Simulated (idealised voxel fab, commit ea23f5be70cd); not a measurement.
process module | voxel released beams
cross-section cut | 275 nm wide | cells 5 nm
A cross-section is a grid of square cells, given in bands from the top down. A band is one or more rows of cells.
Each band's line starts with the height of the band's top and of its bottom, in nm. Then come its materials from left to right, each with its width in nm. One material with "throughout" fills the band from edge to edge. "air" is empty space.
Height 0 is the level under which the wafer as received is all one material. The lowest band goes on downwards, as in "0 down".
A width such as "30 to 40" changes by the same amount from each row of cells to the next, from the band's top row to its bottom row.
"no change" after a step means that no cell of the cross-section changed.
closed voids: empty space of 8 cells or more with no open way to the top, each as width x height at its distance from the left edge, in nm
after a step's settings: what the simulator itself notes on the step
overlay nm, on a step with a mask: how far to the right of its planned place the mask lay; to the left if negative
plan
1 op RECEIVE | material Si
2 op CONFORMAL_DEP | material Al2O3 | thk nm 5
3 op DIRECTIONAL_DEP | material SiO2 | thk nm 10
4 op DIRECTIONAL_DEP | material aC | thk nm 15
5 op PATTERN | tone open | mask id ANCHOR | material resist | width nm 45 | thk nm 35 | overlay nm 0
6 op DIRECTIONAL_ETCH | etch materials aC | depth nm 15
7 op STRIP | etch materials resist
8 op DIRECTIONAL_ETCH | etch materials SiO2 | depth nm 10
9 op STRIP | etch materials aC
10 op CONFORMAL_DEP | material polySi | thk nm 15
11 op PATTERN | tone cover | mask id BEAM | material resist | width nm 95 | thk nm 20 | overlay nm 0
12 op DIRECTIONAL_ETCH | etch materials polySi | depth nm 15
13 op STRIP | etch materials resist
14 op STRIP | etch materials SiO2
as received, after step 1
  0 down: Si throughout
  closed voids: none
a wafer at the end: this start, this plan, one mistake
  35 to 25: air 85 | polySi 25 | air 5 | polySi 65 | air 95
  25 to 20: air 85 | polySi 95 | air 95
  20 to 15: polySi throughout
  15 to 5: SiO2 90 | polySi 45 | SiO2 140
  5 to 0: Al2O3 throughout
  0 down: Si throughout
  closed voids: none
what went wrong: step 10 ran as: op CONFORMAL_DEP | material polySi | thk nm 20
